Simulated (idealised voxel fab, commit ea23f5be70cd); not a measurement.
process module | voxel gate over fins
cross-section cut | 230 nm wide | cells 5 nm
A cross-section is a grid of square cells, given in bands from the top down. A band is one or more rows of cells.
Each band's line starts with the height of the band's top and of its bottom, in nm. Then come its materials from left to right, each with its width in nm. One material with "throughout" fills the band from edge to edge. "air" is empty space.
Height 0 is the level under which the wafer as received is all one material. The lowest band goes on downwards, as in "0 down".
A width such as "30 to 40" changes by the same amount from each row of cells to the next, from the band's top row to its bottom row.
"no change" after a step means that no cell of the cross-section changed.
closed voids: empty space of 8 cells or more with no open way to the top, each as width x height at its distance from the left edge, in nm
after a step's settings: what the simulator itself notes on the step
overlay nm, on a step with a mask: how far to the right of its planned place the mask lay; to the left if negative
plan
1 op RECEIVE | material Si
2 op CONFORMAL_DEP | material SiN | thk nm 10
3 op PATTERN | tone cover | mask id FINS | material resist | width nm 15 | pitch nm 50 | thk nm 15 | overlay nm 0
4 op DIRECTIONAL_ETCH | etch materials SiN | depth nm 10
5 op DIRECTIONAL_ETCH | etch materials Si | depth nm 35
6 op STRIP | etch materials resist
7 op OXIDIZE | depth nm 5
8 op FILL_DEP | material SiO2 | thk nm 5
9 op CMP | height nm 10
10 op DIRECTIONAL_DEP | material aC | thk nm 10
11 op PATTERN | tone open | mask id RAIL | material resist | width nm 15 | thk nm 30 | overlay nm 0
12 op DIRECTIONAL_ETCH | etch materials aC | depth nm 10
13 op STRIP | etch materials resist
14 op DIRECTIONAL_ETCH | etch materials SiO2 | depth nm 40
15 op STRIP | etch materials aC
16 op CONFORMAL_DEP | material TiN | thk nm 5
17 op FILL_DEP | material W | thk nm 10
18 op CMP | height nm 10
19 op SELECTIVE_ETCH | etch materials W Ru TiN | depth nm 25
20 op FILL_DEP | material SiO2 | thk nm 5
21 op CMP | height nm 10
22 op SELECTIVE_ETCH | etch materials SiO2 | depth nm 20
23 op STRIP | etch materials SiN
24 op CONFORMAL_DEP | material HfO2 | thk nm 5
25 op CONFORMAL_DEP | material TiN | thk nm 5
26 op CONFORMAL_DEP | material TiAl | thk nm 5
27 op CONFORMAL_DEP | material TiN | thk nm 5
28 op FILL_DEP | material W | thk nm 15
29 op CMP | height nm 30
30 op CONFORMAL_DEP | material SiCN | thk nm 5
as received, after step 1
  0 down: Si throughout
  closed voids: none
a wafer at the end: this start, this plan, one mistake
  35 to 30: SiCN throughout
  30 to 20: W throughout
  20 to 15: W 40 | TiN 45 | W 5 | TiN 45 | W 5 | TiN 45 | W 45
  15 to 10: W 40 | TiN 5 | TiAl 35 | TiN 5 | W 5 | TiN 5 | TiAl 35 | TiN 5 | W 5 | TiN 5 | TiAl 35 | TiN 5 | W 45
  10 to 5: TiN 45 | TiAl 5 | TiN 25 | TiAl 5 | TiN 15 | TiAl 5 | TiN 25 | TiAl 5 | TiN 15 | TiAl 5 | TiN 25 | TiAl 5 | TiN 50
  5 to 0: TiAl 50 | TiN 5 | HfO2 15 | TiN 5 | TiAl 25 | TiN 5 | HfO2 15 | TiN 5 | TiAl 25 | TiN 5 | HfO2 15 | TiN 5 | TiAl 55
  0 to -5: TiN 55 | HfO2 5 | Si 5 | HfO2 5 | TiN 35 | HfO2 5 | Si 5 | HfO2 5 | TiN 35 | HfO2 5 | Si 5 | HfO2 5 | TiN 60
  -5 to -10: HfO2 60 | Si 5 | HfO2 45 | Si 5 | HfO2 45 | Si 5 | HfO2 65
  -10 to -15: SiO2 60 | Si 5 | SiO2 45 | Si 5 | SiO2 45 | Si 5 | SiO2 65
  -15 to -35: SiO2 60 | Si 5 | TiN 5 | W 35 | TiN 5 | Si 5 | SiO2 45 | Si 5 | SiO2 65
  -35 to -40: SiO2 60 | Si 5 | TiN 45 | Si 5 | SiO2 45 | Si 5 | SiO2 65
  -40 down: Si throughout
  closed voids: none
what went wrong: step 13 ran as: op STRIP | etch materials SiO2
